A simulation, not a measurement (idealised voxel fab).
Documented hereafter: the process module known as voxel transistor to metal.
cross-section cut | 300 nm wide | cells 5 nm
Cross-section spec: square-cell grid; bands listed top down; each band is one or more rows.
First you get the band's top height and its bottom height, in nm, and then the materials it's made of, left to right, with each width in nm. If you see a single material with "full width", that one covers the band edge to edge. "blank" is empty space.
Heads up on the height convention: 0 is the point under which the incoming wafer is all one material, and the lowest band has no bottom, it just keeps going down, like "0..down".
Note: "30..40" means the width goes from the first number (top row of the band) to the second number (bottom row) in equal steps per row of cells.
Take "left unchanged" at face value: in the step it is given for, the cross-section changed in none of its cells.
Any empty space of 8 cells or more lacking an open way to the top shows up in "Closed void register" as width x height at distance, distance from the left edge, in nm.
On a step's line, text after the settings is the simulator commenting on that step.
"overlay nm" answers the question of how far to the right of plan the mask lay on a step that has a mask, and when it is negative the answer is to the left.
The remainder of this document consists of a sequence of paired cross-sections. Each pair presents the cross-section prior to one process step together with the cross-section following it, the latter being rendered only as deep as the lowest band that underwent change. The intervening step, together with its settings, is stated beneath each pair. Because the pairs may originate from different runs of this module on the same starting wafer, a given pair is to be read as continuing from the preceding pair only where its entry headed "Pre-step profile" so indicates.
[Pre-step profile]
  80..65: blank: 30  resist: 20  blank: 55  resist: 20  blank: 50  resist: 20  blank: 55  resist: 20  blank: 30
  65..50: blank: 30  W: 20  blank: 55  W: 20  blank: 50  W: 20  blank: 55  W: 20  blank: 30
  50..45: TiN full width
  45..35: SiO2: 30  TiN: 5  Ru: 20..15  TiN: 5..10  SiO2: 35  TiN: 5..10  Ru: 20..15  TiN: 5  SiO2: 50  TiN: 5  Ru: 20..15  TiN: 5..10  SiO2: 35  TiN: 5..10  Ru: 20..15  TiN: 5  SiO2: 30
  35..25: SiO2: 30  TiN: 5  Ru: 15  TiN: 5  SiN: 10  SiCN: 25  SiN: 10  TiN: 5  Ru: 15  TiN: 5  SiO2: 50  TiN: 5  Ru: 15  TiN: 5  SiN: 10  SiCN: 25  SiN: 10  TiN: 5  Ru: 15  TiN: 5  SiO2: 30
  25..20: SiO2: 30  TiN: 5  Ru: 15  TiN: 5  SiN: 10  polySi: 25  SiN: 10  TiN: 5  Ru: 15  TiN: 5  SiO2: 50  TiN: 5  Ru: 15  TiN: 5  SiN: 10  polySi: 25  SiN: 10  TiN: 5  Ru: 15  TiN: 5  SiO2: 30
  20..15: SiO2: 30  TiN: 25  SiN: 10  polySi: 25  SiN: 10  TiN: 25  SiO2: 50  TiN: 25  SiN: 10  polySi: 25  SiN: 10  TiN: 25  SiO2: 30
  15..10: SiO2: 30  TiN: 5  nSi: 20  SiN: 10  polySi: 25  SiN: 10  nSi: 20  TiN: 5  SiO2: 50  TiN: 5  nSi: 20  SiN: 10  polySi: 25  SiN: 10  nSi: 20  TiN: 5  SiO2: 30
  10..0: SiO2: 15  SiN: 10  SiO2: 5  TiN: 5  nSi: 20  SiN: 10  polySi: 25  SiN: 10  nSi: 20  TiN: 5  SiO2: 10  SiN: 10  SiO2: 15  SiN: 10  SiO2: 5  TiN: 5  nSi: 20  SiN: 10  polySi: 25  SiN: 10  nSi: 20  TiN: 5  SiO2: 10  SiN: 10  SiO2: 10
  0..-5: SiO2: 25  nSi: 30  SiO2: 45  nSi: 35  SiO2: 35  nSi: 30  SiO2: 45  nSi: 35  SiO2: 20
  -5..-20: SiO2: 25  nSi: 30  Si: 45  nSi: 35  SiO2: 35  nSi: 30  Si: 45  nSi: 35  SiO2: 20
  -20..-30: SiO2: 25  Si: 110  SiO2: 35  Si: 110  SiO2: 20
  -30..down: Si full width
  Closed void register: none
[Post-Step Cross-Section]
  80..65: blank: 30  resist: 20  blank: 55  resist: 20  blank: 50  resist: 20  blank: 55  resist: 20  blank: 30
  65..50: blank: 30  W: 20  blank: 55  W: 20  blank: 50  W: 20  blank: 55  W: 20  blank: 30
  50..45: blank: 30  TiN: 20  blank: 55  TiN: 20  blank: 50  TiN: 20  blank: 55  TiN: 20  blank: 30
  Heights below 45 show no change.
  Closed void register: none
The step that takes the structure from the upper cross-section to the lower one is DIRECTIONAL_ETCH, etch materials TiN, depth nm 5
Pre-step profile: The pre-step condition corresponds to the post-step cross-section depicted in the pair directly above.
[Post-Step Cross-Section]
  65..50: blank: 30  W: 20  blank: 55  W: 20  blank: 50  W: 20  blank: 55  W: 20  blank: 30
  Heights below 50 show no change.
  Closed void register: none
The step that takes the structure from the upper cross-section to the lower one is STRIP, etch materials resist
Pre-step profile: The pre-step condition corresponds to the post-step cross-section depicted in the pair directly above.
[Post-Step Cross-Section]
  75..65: lowk full width
  65..50: lowk: 30  W: 20  lowk: 55  W: 20  lowk: 50  W: 20  lowk: 55  W: 20  lowk: 30
  50..45: lowk: 30  TiN: 20  lowk: 55  TiN: 20  lowk: 50  TiN: 20  lowk: 55  TiN: 20  lowk: 30
  Heights below 45 show no change.
  Closed void register: none
The step that takes the structure from the upper cross-section to the lower one is FILL_DEP, material lowk, thk nm 10
Pre-step profile: The pre-step condition corresponds to the post-step cross-section depicted in the pair directly above.
[Post-Step Cross-Section]
  65..50: lowk: 30  W: 20  lowk: 55  W: 20  lowk: 50  W: 20  lowk: 55  W: 20  lowk: 30
  Heights below 50 show no change.
  Closed void register: none
The step that takes the structure from the upper cross-section to the lower one is CMP, height nm 65
Pre-step profile: The pre-step condition corresponds to the post-step cross-section depicted in the pair directly above.
[Post-Step Cross-Section]
  70..65: SiCN full width
  Heights below 65 show no change.
  Closed void register: none
The step that takes the structure from the upper cross-section to the lower one is CONFORMAL_DEP, material SiCN, thk nm 5
Pre-step profile: The pre-step condition corresponds to the post-step cross-section depicted in the pair directly above.
[Post-Step Cross-Section]
  100..70: SiO2 full width
  Heights below 70 show no change.
  Closed void register: none
The step that takes the structure from the upper cross-section to the lower one is DIRECTIONAL_DEP, material SiO2, thk nm 30
Pre-step profile: The pre-step condition corresponds to the post-step cross-section depicted in the pair directly above.
[Post-Step Cross-Section]
  120..100: resist: 30  blank: 15  resist: 130  blank: 15  resist: 110
  Heights below 100 show no change.
  Closed void register: none
The step that takes the structure from the upper cross-section to the lower one is PATTERN, tone open, mask id METAL_2_HOLES, material resist, width nm 15, pitch nm 145, thk nm 20, overlay nm 0
Pre-step profile: The pre-step condition corresponds to the post-step cross-section depicted in the pair directly above.
[Post-Step Cross-Section]
  120..100: resist: 30  blank: 15  resist: 130  blank: 15  resist: 110
  100..70: SiO2: 30  blank: 15  SiO2: 130  blank: 15  SiO2: 110
  Heights below 70 show no change.
  Closed void register: none
The step that takes the structure from the upper cross-section to the lower one is DIRECTIONAL_ETCH, etch materials SiO2, depth nm 30
Pre-step profile: The pre-step condition corresponds to the post-step cross-section depicted in the pair directly above.
[Post-Step Cross-Section]
  100..70: SiO2: 30  blank: 15  SiO2: 130  blank: 15  SiO2: 110
  Heights below 70 show no change.
  Closed void register: none
The step that takes the structure from the upper cross-section to the lower one is STRIP, etch materials resist
Pre-step profile: The pre-step condition corresponds to the post-step cross-section depicted in the pair directly above.
[Post-Step Cross-Section]
  120..100: resist: 30  blank: 20  resist: 125  blank: 20  resist: 105
  Heights below 100 show no change.
  Closed void register: none
The step that takes the structure from the upper cross-section to the lower one is PATTERN, tone open, mask id METAL_2, material resist, width nm 20, pitch nm 145, thk nm 20, overlay nm 0
Pre-step profile: The pre-step condition corresponds to the post-step cross-section depicted in the pair directly above.
[Post-Step Cross-Section]
  120..100: resist: 30  blank: 20  resist: 125  blank: 20  resist: 105
  100..85: SiO2: 30  blank: 20  SiO2: 125  blank: 20  SiO2: 105
  Heights below 85 show no change.
  Closed void register: none
The step that takes the structure from the upper cross-section to the lower one is DIRECTIONAL_ETCH, etch materials SiO2, depth nm 15
Pre-step profile: The pre-step condition corresponds to the post-step cross-section depicted in the pair directly above.
[Post-Step Cross-Section]
  120..100: resist: 30  blank: 20  resist: 125  blank: 20  resist: 105
  100..85: SiO2: 30  blank: 20  SiO2: 125  blank: 20  SiO2: 105
  85..70: SiO2: 30  blank: 15  SiO2: 130  blank: 15  SiO2: 110
  70..65: SiCN: 30  blank: 15  SiCN: 130  blank: 15  SiCN: 110
  Heights below 65 show no change.
  Closed void register: none
The step that takes the structure from the upper cross-section to the lower one is DIRECTIONAL_ETCH, etch materials SiCN, depth nm 5
Pre-step profile: The pre-step condition corresponds to the post-step cross-section depicted in the pair directly above.
[Post-Step Cross-Section]
  100..85: SiO2: 30  blank: 20  SiO2: 125  blank: 20  SiO2: 105
  Heights below 85 show no change.
  Closed void register: none
The step that takes the structure from the upper cross-section to the lower one is STRIP, etch materials resist
Pre-step profile: The pre-step condition corresponds to the post-step cross-section depicted in the pair directly above.
[Post-Step Cross-Section]
  105..100: TiN: 35  blank: 10  TiN: 135  blank: 10  TiN: 110
  100..90: SiO2: 30  TiN: 5  blank: 10  TiN: 5  SiO2: 125  TiN: 5  blank: 10  TiN: 5  SiO2: 105
  90..85: SiO2: 30  TiN: 5  blank: 5  TiN: 10  SiO2: 125  TiN: 5  blank: 5  TiN: 10  SiO2: 105
  85..70: SiO2: 30  TiN: 5  blank: 5  TiN: 5  SiO2: 130  TiN: 5  blank: 5  TiN: 5  SiO2: 110
  70..65: SiCN: 30  TiN: 15  SiCN: 130  TiN: 15  SiCN: 110
  Heights below 65 show no change.
  Closed void register: none
The step that takes the structure from the upper cross-section to the lower one is CONFORMAL_DEP, material TiN, thk nm 5
Pre-step profile: The pre-step condition corresponds to the post-step cross-section depicted in the pair directly above.
[Post-Step Cross-Section]
  110..105: Cu full width
  105..100: TiN: 35  Cu: 10  TiN: 135  Cu: 10  TiN: 110
  100..90: SiO2: 30  TiN: 5  Cu: 10  TiN: 5  SiO2: 125  TiN: 5  Cu: 10  TiN: 5  SiO2: 105
  90..85: SiO2: 30  TiN: 5  Cu: 5  TiN: 10  SiO2: 125  TiN: 5  Cu: 5  TiN: 10  SiO2: 105
  85..70: SiO2: 30  TiN: 5  Cu: 5  TiN: 5  SiO2: 130  TiN: 5  Cu: 5  TiN: 5  SiO2: 110
  Heights below 70 show no change.
  Closed void register: none
The step that takes the structure from the upper cross-section to the lower one is FILL_DEP, material Cu, thk nm 5
Pre-step profile: The pre-step condition corresponds to the post-step cross-section depicted in the pair directly above.
[Post-Step Cross-Section]
  100..90: SiO2: 30  TiN: 5  Cu: 10  TiN: 5  SiO2: 125  TiN: 5  Cu: 10  TiN: 5  SiO2: 105
  Heights below 90 show no change.
  Closed void register: none
The step that takes the structure from the upper cross-section to the lower one is CMP, height nm 100
Pre-step profile: The pre-step condition corresponds to the post-step cross-section depicted in the pair directly above.
[Post-Step Cross-Section]
  105..100: SiCN full width
  Heights below 100 show no change.
  Closed void register: none
The step that takes the structure from the upper cross-section to the lower one is CONFORMAL_DEP, material SiCN, thk nm 5
[Pre-step profile]
  45..35: SiCN: 15  blank: 125  SiCN: 20  blank: 125  SiCN: 15
  35..25: polySi: 15  SiCN: 125  polySi: 20  SiCN: 125  polySi: 15
  25..10: polySi full width
  10..0: SiO2: 15  polySi: 125  SiO2: 20  polySi: 125  SiO2: 15
  0..-5: SiO2 full width
  -5..-30: SiO2: 25  Si: 105  SiO2: 40  Si: 105  SiO2: 25
  -30..down: Si full width
  Closed void register: none
[Post-Step Cross-Section]
  35..25: polySi: 15  blank: 55  SiCN: 25  blank: 45  polySi: 20  blank: 55  SiCN: 25  blank: 45  polySi: 15
  Heights below 25 show no change.
  Closed void register: none
The step that takes the structure from the upper cross-section to the lower one is MASKED_ETCH, tone cover, mask id GATE, width nm 25, pitch nm 145, etch materials SiCN, depth nm 20, overlay nm 5
Pre-step profile: The pre-step condition corresponds to the post-step cross-section depicted in the pair directly above.
[Post-Step Cross-Section]
  35..25: blank: 70  SiCN: 25  blank: 120  SiCN: 25  blank: 60
  25..10: blank: 65  polySi: 30  blank: 115  polySi: 30  blank: 60
  10..0: SiO2: 15  blank: 50  polySi: 30  blank: 45  SiO2: 20  blank: 50  polySi: 30  blank: 45  SiO2: 15
  Heights below 0 show no change.
  Closed void register: none
The step that takes the structure from the upper cross-section to the lower one is MASKED_ETCH, tone cover, mask id GATE, width nm 25, pitch nm 145, etch materials polySi, depth nm 35, overlay nm 0
Pre-step profile: The pre-step condition corresponds to the post-step cross-section depicted in the pair directly above.
[Post-Step Cross-Section]
  45..35: blank: 60  SiN: 45  blank: 100  SiN: 45  blank: 50
  35..25: blank: 55  SiN: 15  SiCN: 25  SiN: 10  blank: 95  SiN: 15  SiCN: 25  SiN: 10  blank: 50
  25..20: blank: 55  SiN: 10  polySi: 30  SiN: 10  blank: 95  SiN: 10  polySi: 30  SiN: 10  blank: 50
  20..10: SiN: 25  blank: 30  SiN: 10  polySi: 30  SiN: 10  blank: 25  SiN: 40  blank: 30  SiN: 10  polySi: 30  SiN: 10  blank: 25  SiN: 25
  10..0: SiO2: 15  SiN: 50  polySi: 30  SiN: 45  SiO2: 20  SiN: 50  polySi: 30  SiN: 45  SiO2: 15
  Heights below 0 show no change.
  Closed void register: none
The step that takes the structure from the upper cross-section to the lower one is CONFORMAL_DEP, material SiN, thk nm 10
Pre-step profile: The pre-step condition corresponds to the post-step cross-section depicted in the pair directly above.
[Post-Step Cross-Section]
  35..25: blank: 60  SiN: 10  SiCN: 25  SiN: 10  blank: 100  SiN: 10  SiCN: 25  SiN: 10  blank: 50
  25..10: blank: 55  SiN: 10  polySi: 30  SiN: 10  blank: 95  SiN: 10  polySi: 30  SiN: 10  blank: 50
  10..0: SiO2: 15  SiN: 10  blank: 30  SiN: 10  polySi: 30  SiN: 10  blank: 25  SiN: 10  SiO2: 20  SiN: 10  blank: 30  SiN: 10  polySi: 30  SiN: 10  blank: 25  SiN: 10  SiO2: 15
  Heights below 0 show no change.
  Closed void register: none
The step that takes the structure from the upper cross-section to the lower one is DIRECTIONAL_ETCH, etch materials SiN, depth nm 10
Pre-step profile: The pre-step condition corresponds to the post-step cross-section depicted in the pair directly above.
[Post-Step Cross-Section]
  35..25: blank: 60  SiN: 10  SiCN: 25  SiN: 10  blank: 100  SiN: 10  SiCN: 25  SiN: 10  blank: 50
  25..10: blank: 55  SiN: 10  polySi: 30  SiN: 10  blank: 95  SiN: 10  polySi: 30  SiN: 10  blank: 50
  10..5: blank: 15  SiN: 10  blank: 30  SiN: 10  polySi: 30  SiN: 10  blank: 25  SiN: 10  blank: 20  SiN: 10  blank: 30  SiN: 10  polySi: 30  SiN: 10  blank: 25  SiN: 10  blank: 15
  5..0: SiO2: 15  SiN: 10  blank: 30  SiN: 10  polySi: 30  SiN: 10  blank: 25  SiN: 10  SiO2: 20  SiN: 10  blank: 30  SiN: 10  polySi: 30  SiN: 10  blank: 25  SiN: 10  SiO2: 15
  0..-5: SiO2: 25  blank: 30  SiO2: 50  blank: 25  SiO2: 40  blank: 30  SiO2: 50  blank: 25  SiO2: 25
  Heights below -5 show no change.
  Closed void register: none
The step that takes the structure from the upper cross-section to the lower one is DIRECTIONAL_ETCH, etch materials SiO2, depth nm 5
Pre-step profile: The pre-step condition corresponds to the post-step cross-section depicted in the pair directly above.
[Post-Step Cross-Section]
  35..25: blank: 60  SiN: 10  SiCN: 25  SiN: 10  blank: 100  SiN: 10  SiCN: 25  SiN: 10  blank: 50
  25..10: blank: 55  SiN: 10  polySi: 30  SiN: 10  blank: 95  SiN: 10  polySi: 30  SiN: 10  blank: 50
  10..5: blank: 15  SiN: 10  blank: 30  SiN: 10  polySi: 30  SiN: 10  blank: 25  SiN: 10  blank: 20  SiN: 10  blank: 30  SiN: 10  polySi: 30  SiN: 10  blank: 25  SiN: 10  blank: 15
  5..0: SiO2: 15  SiN: 10  blank: 30  SiN: 10  polySi: 30  SiN: 10  blank: 25  SiN: 10  SiO2: 20  SiN: 10  blank: 30  SiN: 10  polySi: 30  SiN: 10  blank: 25  SiN: 10  SiO2: 15
  0..-5: SiO2: 25  blank: 30  SiO2: 50  blank: 25  SiO2: 40  blank: 30  SiO2: 50  blank: 25  SiO2: 25
  -5..-20: SiO2: 25  blank: 30  Si: 50  blank: 25  SiO2: 40  blank: 30  Si: 50  blank: 25  SiO2: 25
  Heights below -20 show no change.
  Closed void register: none
The step that takes the structure from the upper cross-section to the lower one is DIRECTIONAL_ETCH, etch materials Si, depth nm 15
Pre-step profile: The pre-step condition corresponds to the post-step cross-section depicted in the pair directly above.
[Post-Step Cross-Section]
  35..25: blank: 60  SiN: 10  SiCN: 25  SiN: 10  blank: 100  SiN: 10  SiCN: 25  SiN: 10  blank: 50
  25..15: blank: 55  SiN: 10  polySi: 30  SiN: 10  blank: 95  SiN: 10  polySi: 30  SiN: 10  blank: 50
  15..10: blank: 35  nSi: 20  SiN: 10  polySi: 30  SiN: 10  nSi: 20  blank: 55  nSi: 20  SiN: 10  polySi: 30  SiN: 10  nSi: 20  blank: 30
  10..5: blank: 15  SiN: 10  blank: 10  nSi: 20  SiN: 10  polySi: 30  SiN: 10  nSi: 20  blank: 5  SiN: 10  blank: 20  SiN: 10  blank: 10  nSi: 20  SiN: 10  polySi: 30  SiN: 10  nSi: 20  blank: 5  SiN: 10  blank: 15
  5..0: SiO2: 15  SiN: 10  blank: 10  nSi: 20  SiN: 10  polySi: 30  SiN: 10  nSi: 20  blank: 5  SiN: 10  SiO2: 20  SiN: 10  blank: 10  nSi: 20  SiN: 10  polySi: 30  SiN: 10  nSi: 20  blank: 5  SiN: 10  SiO2: 15
  0..-5: SiO2: 25  nSi: 30  SiO2: 50  nSi: 25  SiO2: 40  nSi: 30  SiO2: 50  nSi: 25  SiO2: 25
  -5..-20: SiO2: 25  nSi: 30  Si: 50  nSi: 25  SiO2: 40  nSi: 30  Si: 50  nSi: 25  SiO2: 25
  Heights below -20 show no change.
  Closed void register: none
The step that takes the structure from the upper cross-section to the lower one is EPI, material nSi, thk nm 20
Pre-step profile: The pre-step condition corresponds to the post-step cross-section depicted in the pair directly above.
[Post-Step Cross-Section]
  45..35: SiO2 full width
  35..25: SiO2: 60  SiN: 10  SiCN: 25  SiN: 10  SiO2: 100  SiN: 10  SiCN: 25  SiN: 10  SiO2: 50
  25..15: SiO2: 55  SiN: 10  polySi: 30  SiN: 10  SiO2: 95  SiN: 10  polySi: 30  SiN: 10  SiO2: 50
  15..10: SiO2: 35  nSi: 20  SiN: 10  polySi: 30  SiN: 10  nSi: 20  SiO2: 55  nSi: 20  SiN: 10  polySi: 30  SiN: 10  nSi: 20  SiO2: 30
  10..0: SiO2: 15  SiN: 10  SiO2: 10  nSi: 20  SiN: 10  polySi: 30  SiN: 10  nSi: 20  SiO2: 5  SiN: 10  SiO2: 20  SiN: 10  SiO2: 10  nSi: 20  SiN: 10  polySi: 30  SiN: 10  nSi: 20  SiO2: 5  SiN: 10  SiO2: 15
  Heights below 0 show no change.
  Closed void register: none
The step that takes the structure from the upper cross-section to the lower one is FILL_DEP, material SiO2, thk nm 10
Pre-step profile: The pre-step condition corresponds to the post-step cross-section depicted in the pair directly above.
[Post-Step Cross-Section]
  35..25: SiO2: 60  SiN: 10  SiCN: 25  SiN: 10  SiO2: 100  SiN: 10  SiCN: 25  SiN: 10  SiO2: 50
  Heights below 25 show no change.
  Closed void register: none
The step that takes the structure from the upper cross-section to the lower one is CMP, height nm 35
Pre-step profile: The pre-step condition corresponds to the post-step cross-section depicted in the pair directly above.
[Post-Step Cross-Section]
  45..35: SiO2 full width
  Heights below 35 show no change.
  Closed void register: none
The step that takes the structure from the upper cross-section to the lower one is DIRECTIONAL_DEP, material SiO2, thk nm 10
Pre-step profile: The pre-step condition corresponds to the post-step cross-section depicted in the pair directly above.
[Post-Step Cross-Section]
  45..35: SiO2: 30  blank: 30  SiO2: 35  blank: 30  SiO2: 50  blank: 30  SiO2: 35  blank: 30  SiO2: 30
  35..25: SiO2: 30  blank: 30  SiN: 10  SiCN: 25  SiN: 10  blank: 20  SiO2: 50  blank: 30  SiN: 10  SiCN: 25  SiN: 10  blank: 20  SiO2: 30
  25..15: SiO2: 30  blank: 25  SiN: 10  polySi: 30  SiN: 10  blank: 20  SiO2: 50  blank: 25  SiN: 10  polySi: 30  SiN: 10  blank: 20  SiO2: 30
  15..10: SiO2: 30  blank: 5  nSi: 20  SiN: 10  polySi: 30  SiN: 10  nSi: 20  SiO2: 50  blank: 5  nSi: 20  SiN: 10  polySi: 30  SiN: 10  nSi: 20  SiO2: 30
  10..0: SiO2: 15  SiN: 10  SiO2: 5  blank: 5  nSi: 20  SiN: 10  polySi: 30  SiN: 10  nSi: 20  SiO2: 5  SiN: 10  SiO2: 20  SiN: 10  SiO2: 5  blank: 5  nSi: 20  SiN: 10  polySi: 30  SiN: 10  nSi: 20  SiO2: 5  SiN: 10  SiO2: 15
  Heights below 0 show no change.
  Closed void register: none
The step that takes the structure from the upper cross-section to the lower one is MASKED_ETCH, tone open, mask id CONTACT, width nm 30, etch materials SiO2, depth nm 45, overlay nm 0
Pre-step profile: The pre-step condition corresponds to the post-step cross-section depicted in the pair directly above.
[Post-Step Cross-Section]
  50..45: TiN: 35  blank: 20  TiN: 45  blank: 20  TiN: 60  blank: 20  TiN: 45  blank: 20  TiN: 35
  45..35: SiO2: 30  TiN: 5  blank: 20  TiN: 5  SiO2: 35  TiN: 5..15  blank: 20..10  TiN: 5  SiO2: 50  TiN: 5  blank: 20  TiN: 5  SiO2: 35  TiN: 5..15  blank: 20..10  TiN: 5  SiO2: 30
  35..25: SiO2: 30  TiN: 5  blank: 20..15  TiN: 5..10  SiN: 10  SiCN: 25  SiN: 10  TiN: 5  blank: 10  TiN: 5  SiO2: 50  TiN: 5  blank: 20..15  TiN: 5..10  SiN: 10  SiCN: 25  SiN: 10  TiN: 5  blank: 10  TiN: 5  SiO2: 30
  25..20: SiO2: 30  TiN: 5  blank: 15  TiN: 5  SiN: 10  polySi: 30  SiN: 10  TiN: 5  blank: 10  TiN: 5  SiO2: 50  TiN: 5  blank: 15  TiN: 5  SiN: 10  polySi: 30  SiN: 10  TiN: 5  blank: 10  TiN: 5  SiO2: 30
  20..15: SiO2: 30  TiN: 25  SiN: 10  polySi: 30  SiN: 10  TiN: 20  SiO2: 50  TiN: 25  SiN: 10  polySi: 30  SiN: 10  TiN: 20  SiO2: 30
  15..10: SiO2: 30  TiN: 5  nSi: 20  SiN: 10  polySi: 30  SiN: 10  nSi: 20  SiO2: 50  TiN: 5  nSi: 20  SiN: 10  polySi: 30  SiN: 10  nSi: 20  SiO2: 30
  10..0: SiO2: 15  SiN: 10  SiO2: 5  TiN: 5  nSi: 20  SiN: 10  polySi: 30  SiN: 10  nSi: 20  SiO2: 5  SiN: 10  SiO2: 20  SiN: 10  SiO2: 5  TiN: 5  nSi: 20  SiN: 10  polySi: 30  SiN: 10  nSi: 20  SiO2: 5  SiN: 10  SiO2: 15
  Heights below 0 show no change.
  Closed void register: none
The step that takes the structure from the upper cross-section to the lower one is CONFORMAL_DEP, material TiN, thk nm 5
Pre-step profile: The pre-step condition corresponds to the post-step cross-section depicted in the pair directly above.
[Post-Step Cross-Section]
  55..50: Ru full width
  50..45: TiN: 35  Ru: 20  TiN: 45  Ru: 20  TiN: 60  Ru: 20  TiN: 45  Ru: 20  TiN: 35
  45..35: SiO2: 30  TiN: 5  Ru: 20  TiN: 5  SiO2: 35  TiN: 5..15  Ru: 20..10  TiN: 5  SiO2: 50  TiN: 5  Ru: 20  TiN: 5  SiO2: 35  TiN: 5..15  Ru: 20..10  TiN: 5  SiO2: 30
  35..25: SiO2: 30  TiN: 5  Ru: 20..15  TiN: 5..10  SiN: 10  SiCN: 25  SiN: 10  TiN: 5  Ru: 10  TiN: 5  SiO2: 50  TiN: 5  Ru: 20..15  TiN: 5..10  SiN: 10  SiCN: 25  SiN: 10  TiN: 5  Ru: 10  TiN: 5  SiO2: 30
  25..20: SiO2: 30  TiN: 5  Ru: 15  TiN: 5  SiN: 10  polySi: 30  SiN: 10  TiN: 5  Ru: 10  TiN: 5  SiO2: 50  TiN: 5  Ru: 15  TiN: 5  SiN: 10  polySi: 30  SiN: 10  TiN: 5  Ru: 10  TiN: 5  SiO2: 30
  Heights below 20 show no change.
  Closed void register: none
The step that takes the structure from the upper cross-section to the lower one is FILL_DEP, material Ru, thk nm 5
Pre-step profile: The pre-step condition corresponds to the post-step cross-section depicted in the pair directly above.
[Post-Step Cross-Section]
  45..35: SiO2: 30  TiN: 5  Ru: 20  TiN: 5  SiO2: 35  TiN: 5..15  Ru: 20..10  TiN: 5  SiO2: 50  TiN: 5  Ru: 20  TiN: 5  SiO2: 35  TiN: 5..15  Ru: 20..10  TiN: 5  SiO2: 30
  Heights below 35 show no change.
  Closed void register: none
The step that takes the structure from the upper cross-section to the lower one is CMP, height nm 45
Pre-step profile: The pre-step condition corresponds to the post-step cross-section depicted in the pair directly above.
[Post-Step Cross-Section]
  50..45: TiN full width
  Heights below 45 show no change.
  Closed void register: none
The step that takes the structure from the upper cross-section to the lower one is DIRECTIONAL_DEP, material TiN, thk nm 5
Pre-step profile: The pre-step condition corresponds to the post-step cross-section depicted in the pair directly above.
[Post-Step Cross-Section]
  65..50: W full width
  Heights below 50 show no change.
  Closed void register: none
The step that takes the structure from the upper cross-section to the lower one is DIRECTIONAL_DEP, material W, thk nm 15
Pre-step profile: The pre-step condition corresponds to the post-step cross-section depicted in the pair directly above.
[Post-Step Cross-Section]
  80..65: blank: 30  resist: 20  blank: 55  resist: 20  blank: 50  resist: 20  blank: 55  resist: 20  blank: 30
  Heights below 65 show no change.
  Closed void register: none
The step that takes the structure from the upper cross-section to the lower one is PATTERN, tone cover, mask id METAL_1, material resist, width nm 20, thk nm 15, overlay nm 0
Pre-step profile: The pre-step condition corresponds to the post-step cross-section depicted in the pair directly above.
[Post-Step Cross-Section]
  80..65: blank: 30  resist: 20  blank: 55  resist: 20  blank: 50  resist: 20  blank: 55  resist: 20  blank: 30
  65..50: blank: 30  W: 20  blank: 55  W: 20  blank: 50  W: 20  blank: 55  W: 20  blank: 30
  Heights below 50 show no change.
  Closed void register: none
The step that takes the structure from the upper cross-section to the lower one is DIRECTIONAL_ETCH, etch materials W, depth nm 15
Pre-step profile: The pre-step condition corresponds to the post-step cross-section depicted in the pair directly above.
[Post-Step Cross-Section]
  80..65: blank: 30  resist: 20  blank: 55  resist: 20  blank: 50  resist: 20  blank: 55  resist: 20  blank: 30
  65..50: blank: 30  W: 20  blank: 55  W: 20  blank: 50  W: 20  blank: 55  W: 20  blank: 30
  50..45: blank: 30  TiN: 20  blank: 55  TiN: 20  blank: 50  TiN: 20  blank: 55  TiN: 20  blank: 30
  Heights below 45 show no change.
  Closed void register: none
The step that takes the structure from the upper cross-section to the lower one is DIRECTIONAL_ETCH, etch materials TiN, depth nm 5
Pre-step profile: The pre-step condition corresponds to the post-step cross-section depicted in the pair directly above.
[Post-Step Cross-Section]
  65..50: blank: 30  W: 20  blank: 55  W: 20  blank: 50  W: 20  blank: 55  W: 20  blank: 30
  Heights below 50 show no change.
  Closed void register: none
The step that takes the structure from the upper cross-section to the lower one is STRIP, etch materials resist
Pre-step profile: The pre-step condition corresponds to the post-step cross-section depicted in the pair directly above.
[Post-Step Cross-Section]
  75..65: lowk full width
  65..50: lowk: 30  W: 20  lowk: 55  W: 20  lowk: 50  W: 20  lowk: 55  W: 20  lowk: 30
  50..45: lowk: 30  TiN: 20  lowk: 55  TiN: 20  lowk: 50  TiN: 20  lowk: 55  TiN: 20  lowk: 30
  Heights below 45 show no change.
  Closed void register: none
The step that takes the structure from the upper cross-section to the lower one is FILL_DEP, material lowk, thk nm 10
Pre-step profile: The pre-step condition corresponds to the post-step cross-section depicted in the pair directly above.
[Post-Step Cross-Section]
  65..50: lowk: 30  W: 20  lowk: 55  W: 20  lowk: 50  W: 20  lowk: 55  W: 20  lowk: 30
  Heights below 50 show no change.
  Closed void register: none
The step that takes the structure from the upper cross-section to the lower one is CMP, height nm 65
Pre-step profile: The pre-step condition corresponds to the post-step cross-section depicted in the pair directly above.
[Post-Step Cross-Section]
  70..65: SiCN full width
  Heights below 65 show no change.
  Closed void register: none
The step that takes the structure from the upper cross-section to the lower one is CONFORMAL_DEP, material SiCN, thk nm 5
Pre-step profile: The pre-step condition corresponds to the post-step cross-section depicted in the pair directly above.
[Post-Step Cross-Section]
  100..70: SiO2 full width
  Heights below 70 show no change.
  Closed void register: none
The step that takes the structure from the upper cross-section to the lower one is DIRECTIONAL_DEP, material SiO2, thk nm 30
Pre-step profile: The pre-step condition corresponds to the post-step cross-section depicted in the pair directly above.
[Post-Step Cross-Section]
  120..100: resist: 30  blank: 15  resist: 130  blank: 15  resist: 110
  Heights below 100 show no change.
  Closed void register: none
The step that takes the structure from the upper cross-section to the lower one is PATTERN, tone open, mask id METAL_2_HOLES, material resist, width nm 15, pitch nm 145, thk nm 20, overlay nm 0
Pre-step profile: The pre-step condition corresponds to the post-step cross-section depicted in the pair directly above.
[Post-Step Cross-Section]
  120..100: resist: 30  blank: 15  resist: 130  blank: 15  resist: 110
  100..70: SiO2: 30  blank: 15  SiO2: 130  blank: 15  SiO2: 110
  Heights below 70 show no change.
  Closed void register: none
The step that takes the structure from the upper cross-section to the lower one is DIRECTIONAL_ETCH, etch materials SiO2, depth nm 30
Pre-step profile: The pre-step condition corresponds to the post-step cross-section depicted in the pair directly above.
[Post-Step Cross-Section]
  100..70: SiO2: 30  blank: 15  SiO2: 130  blank: 15  SiO2: 110
  Heights below 70 show no change.
  Closed void register: none
The step that takes the structure from the upper cross-section to the lower one is STRIP, etch materials resist
Pre-step profile: The pre-step condition corresponds to the post-step cross-section depicted in the pair directly above.
[Post-Step Cross-Section]
  120..100: resist: 30  blank: 20  resist: 125  blank: 20  resist: 105
  Heights below 100 show no change.
  Closed void register: none
The step that takes the structure from the upper cross-section to the lower one is PATTERN, tone open, mask id METAL_2, material resist, width nm 20, pitch nm 145, thk nm 20, overlay nm 0
Pre-step profile: The pre-step condition corresponds to the post-step cross-section depicted in the pair directly above.
[Post-Step Cross-Section]
  120..100: resist: 30  blank: 20  resist: 125  blank: 20  resist: 105
  100..85: SiO2: 30  blank: 20  SiO2: 125  blank: 20  SiO2: 105
  Heights below 85 show no change.
  Closed void register: none
The step that takes the structure from the upper cross-section to the lower one is DIRECTIONAL_ETCH, etch materials SiO2, depth nm 15
